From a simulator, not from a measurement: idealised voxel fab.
process module | voxel fin reveal
cross-section cut | 180 nm wide | cells 5 nm
A cross-section is a grid of square cells, given in bands from the top down. A band is one or more rows of cells.
Each band's line starts with the height of the band's top and of its bottom, in nm. Then come its materials from left to right, each with its width in nm. One material with "throughout" fills the band from edge to edge. "air" is empty space.
Height 0 is the level under which the wafer as received is all one material. The lowest band goes on downwards, as in "0 down".
A width such as "30 to 40" changes by the same amount from each row of cells to the next, from the band's top row to its bottom row.
"no change" after a step means that no cell of the cross-section changed.
closed voids: empty space of 8 cells or more with no open way to the top, each as width x height at its distance from the left edge, in nm
after a step's settings: what the simulator itself notes on the step
overlay nm, on a step with a mask: how far to the right of its planned place the mask lay; to the left if negative
plan
1 op RECEIVE | material Si
2 op CONFORMAL_DEP | material SiN | thk nm 10
3 op MASKED_ETCH | tone cover | mask id FINS | width nm 15 | pitch nm 35 | etch materials SiN | depth nm 10 | overlay nm 0
4 op MASKED_ETCH | tone cover | mask id FINS | width nm 15 | pitch nm 35 | etch materials Si | depth nm 40 | overlay nm 0
5 op OXIDIZE | depth nm 5
6 op FILL_DEP | material SiO2 | thk nm 15
7 op CMP | height nm 10
8 op SELECTIVE_ETCH | etch materials SiO2 | depth nm 35
9 op STRIP | etch materials SiN
first wafer, as planned
as received, after step 1
  0 down: Si throughout
  closed voids: none
after step 2
  10 to 0: SiN throughout
  below 0: unchanged
after step 3
  10 to 0: air 65 | SiN 15 | air 20 | SiN 15 | air 65
  below 0: unchanged
after step 4
  10 to 0: air 65 | SiN 15 | air 20 | SiN 15 | air 65
  0 to -40: air 65 | Si 15 | air 20 | Si 15 | air 65
  below -40: unchanged
after step 5
  10 to 0: air 65 | SiN 15 | air 20 | SiN 15 | air 65
  0 to -40: air 65 | SiO2 5 | Si 5 | SiO2 5 | air 20 | SiO2 5 | Si 5 | SiO2 5 | air 65
  -40 to -45: SiO2 70 | Si 5 | SiO2 30 | Si 5 | SiO2 70
  below -45: unchanged
after step 6
  25 to 10: SiO2 throughout
  10 to 0: SiO2 65 | SiN 15 | SiO2 20 | SiN 15 | SiO2 65
  0 to -45: SiO2 70 | Si 5 | SiO2 30 | Si 5 | SiO2 70
  below -45: unchanged
after step 7
  10 to 0: SiO2 65 | SiN 15 | SiO2 20 | SiN 15 | SiO2 65
  below 0: unchanged
after step 8
  10 to 0: air 65 | SiN 15 | air 20 | SiN 15 | air 65
  0 to -25: air 70 | Si 5 | air 30 | Si 5 | air 70
  below -25: unchanged
after step 9
  0 to -25: air 70 | Si 5 | air 30 | Si 5 | air 70
  below -25: unchanged
second wafer: like start, like plan, one mistake. Through step 2 it matches the first wafer
when step 3 should have ended
  10 to 0: air 75 | SiN 15 | air 20 | SiN 15 | air 55
  below 0: unchanged
when step 4 should have ended
  10 to 0: air 75 | SiN 15 | air 20 | SiN 15 | air 55
  0 to -40: air 65 | Si 25 | air 10 | Si 25 | air 55
  below -40: unchanged
when step 5 should have ended
  10 to 0: air 75 | SiN 15 | air 20 | SiN 15 | air 55
  0 to -5: air 65 | SiO2 15 | Si 5 | SiO2 5 | air 10 | SiO2 15 | Si 5 | SiO2 5 | air 55
  -5 to -40: air 65 | SiO2 5 | Si 15 | SiO2 5 | air 10 | SiO2 5 | Si 15 | SiO2 5 | air 55
  -40 to -45: SiO2 70 | Si 15 | SiO2 20 | Si 15 | SiO2 60
  below -45: unchanged
when step 6 should have ended
  25 to 10: SiO2 throughout
  10 to 0: SiO2 75 | SiN 15 | SiO2 20 | SiN 15 | SiO2 55
  0 to -5: SiO2 80 | Si 5 | SiO2 30 | Si 5 | SiO2 60
  -5 to -45: SiO2 70 | Si 15 | SiO2 20 | Si 15 | SiO2 60
  below -45: unchanged
when step 7 should have ended
  10 to 0: SiO2 75 | SiN 15 | SiO2 20 | SiN 15 | SiO2 55
  below 0: unchanged
when step 8 should have ended
  10 to 0: air 75 | SiN 15 | air 20 | SiN 15 | air 55
  0 to -5: air 80 | Si 5 | air 30 | Si 5 | air 60
  -5 to -25: air 70 | Si 15 | air 20 | Si 15 | air 60
  below -25: unchanged
when step 9 should have ended
  0 to -5: air 80 | Si 5 | air 30 | Si 5 | air 60
  below -5: unchanged
what went wrong: step 3 ran as: op MASKED_ETCH | tone cover | mask id FINS | width nm 15 | pitch nm 35 | etch materials SiN | depth nm 10 | overlay nm 10
at the end the second wafer has, in cells: 32 more of Si | 16 fewer of SiO2
